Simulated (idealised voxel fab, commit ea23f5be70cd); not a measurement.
process module | voxel wiring stack
cross-section cut | 300 nm wide | cells 5 nm
A cross-section is a grid of square cells, given in bands from the top down. A band is one or more rows of cells.
Each band's line starts with the height of the band's top and of its bottom, in nm. Then come its materials from left to right, each with its width in nm. One material with "throughout" fills the band from edge to edge. "air" is empty space.
Height 0 is the level under which the wafer as received is all one material. The lowest band goes on downwards, as in "0 down".
A width such as "30 to 40" changes by the same amount from each row of cells to the next, from the band's top row to its bottom row.
"no change" after a step means that no cell of the cross-section changed.
closed voids: empty space of 8 cells or more with no open way to the top, each as width x height at its distance from the left edge, in nm
after a step's settings: what the simulator itself notes on the step
overlay nm, on a step with a mask: how far to the right of its planned place the mask lay; to the left if negative
plan
1 op RECEIVE | material Si
2 op CONFORMAL_DEP | material SiO2 | thk nm 15
3 op DIRECTIONAL_DEP | material TiN | thk nm 5
4 op DIRECTIONAL_DEP | material W | thk nm 25
5 op DIRECTIONAL_DEP | material aC | thk nm 15
6 op PATTERN | tone cover | mask id METAL_1 | material resist | width nm 30 | pitch nm 50 | thk nm 35 | overlay nm 0
7 op DIRECTIONAL_ETCH | etch materials aC | depth nm 15
8 op STRIP | etch materials resist
9 op DIRECTIONAL_ETCH | etch materials W | depth nm 25
10 op DIRECTIONAL_ETCH | etch materials TiN | depth nm 5
11 op STRIP | etch materials aC
12 op CONFORMAL_DEP | material SiCN | thk nm 5
13 op FILL_DEP | material lowk | thk nm 10
14 op CMP | height nm 45
15 op CONFORMAL_DEP | material SiCN | thk nm 5
16 op DIRECTIONAL_DEP | material SiO2 | thk nm 15
17 op DIRECTIONAL_DEP | material aC | thk nm 10
18 op PATTERN | tone open | mask id PLUG_1 | material resist | width nm 15 | pitch nm 50 | thk nm 30 | overlay nm 0
19 op DIRECTIONAL_ETCH | etch materials aC | depth nm 10
20 op STRIP | etch materials resist
21 op DIRECTIONAL_ETCH | etch materials SiO2 | depth nm 15
22 op DIRECTIONAL_ETCH | etch materials SiCN | depth nm 5
23 op STRIP | etch materials aC
24 op EPI | material Ru | thk nm 10
25 op EPI | material Ru | thk nm 10
26 op DIRECTIONAL_DEP | material TiN | thk nm 5
27 op DIRECTIONAL_DEP | material Ru | thk nm 15
28 op PATTERN | tone cover | mask id METAL_2 | material resist | width nm 30 | pitch nm 50 | thk nm 15 | overlay nm 0
29 op DIRECTIONAL_ETCH | etch materials Ru | depth nm 15
30 op DIRECTIONAL_ETCH | etch materials TiN | depth nm 5
31 op STRIP | etch materials resist
32 op CONFORMAL_DEP | material SiN | thk nm 5
33 op FILL_DEP | material lowk | thk nm 10
34 op CMP | height nm 85
35 op CONFORMAL_DEP | material SiN | thk nm 5
as received, after step 1
  0 down: Si throughout
  closed voids: none
first wafer at the end, as planned
  90 to 85: SiN throughout
  85 to 70: lowk 80 | SiN 5 | Ru 30 | SiN 5 | lowk 10 | SiN 5 | Ru 30 | SiN 5 | lowk 10 | SiN 5 | Ru 30 | SiN 5 | lowk 80
  70 to 65: SiN 85 | TiN 30 | SiN 20 | TiN 30 | SiN 20 | TiN 30 | SiN 85
  65 to 50: SiO2 85 | Ru 15 | SiO2 35 | Ru 15 | SiO2 35 | Ru 15 | SiO2 100
  50 to 45: SiCN 85 | Ru 15 | SiCN 35 | Ru 15 | SiCN 35 | Ru 15 | SiCN 100
  45 to 20: lowk 80 | SiCN 5 | W 30 | SiCN 5 | lowk 10 | SiCN 5 | W 30 | SiCN 5 | lowk 10 | SiCN 5 | W 30 | SiCN 5 | lowk 80
  20 to 15: SiCN 85 | TiN 30 | SiCN 20 | TiN 30 | SiCN 20 | TiN 30 | SiCN 85
  15 to 0: SiO2 throughout
  0 down: Si throughout
  closed voids: none
second wafer at the end: like start, like plan, one mistake
  90 to 85: SiN throughout
  85 to 70: lowk 95 | SiN 5 | Ru 15 | SiN 5 | lowk 25 | SiN 5 | Ru 15 | SiN 5 | lowk 25 | SiN 5 | Ru 15 | SiN 5 | lowk 80
  70 to 65: SiN 100 | TiN 15 | SiN 35 | TiN 15 | SiN 35 | TiN 15 | SiN 85
  65 to 50: SiO2 85 | Ru 15 | SiO2 35 | Ru 15 | SiO2 35 | Ru 15 | SiO2 100
  50 to 45: SiCN 85 | TiN 15 | SiCN 35 | TiN 15 | SiCN 35 | TiN 15 | SiCN 100
  45 to 20: W 85 | SiCN 5 | lowk 20 | SiCN 5 | W 20 | SiCN 5 | lowk 20 | SiCN 5 | W 20 | SiCN 5 | lowk 20 | SiCN 5 | W 85
  20 to 15: TiN 85 | SiCN 30 | TiN 20 | SiCN 30 | TiN 20 | SiCN 30 | TiN 85
  15 to 0: SiO2 throughout
  0 down: Si throughout
  closed voids: none
what went wrong: step 6 ran as: op PATTERN | tone open | mask id METAL_1 | material resist | width nm 30 | pitch nm 50 | thk nm 35 | overlay nm 0
at the end the second wafer has, in cells: 36 fewer of Ru | 24 fewer of SiCN | 9 more of SiN | 24 more of TiN | 120 more of W | 93 fewer of lowk
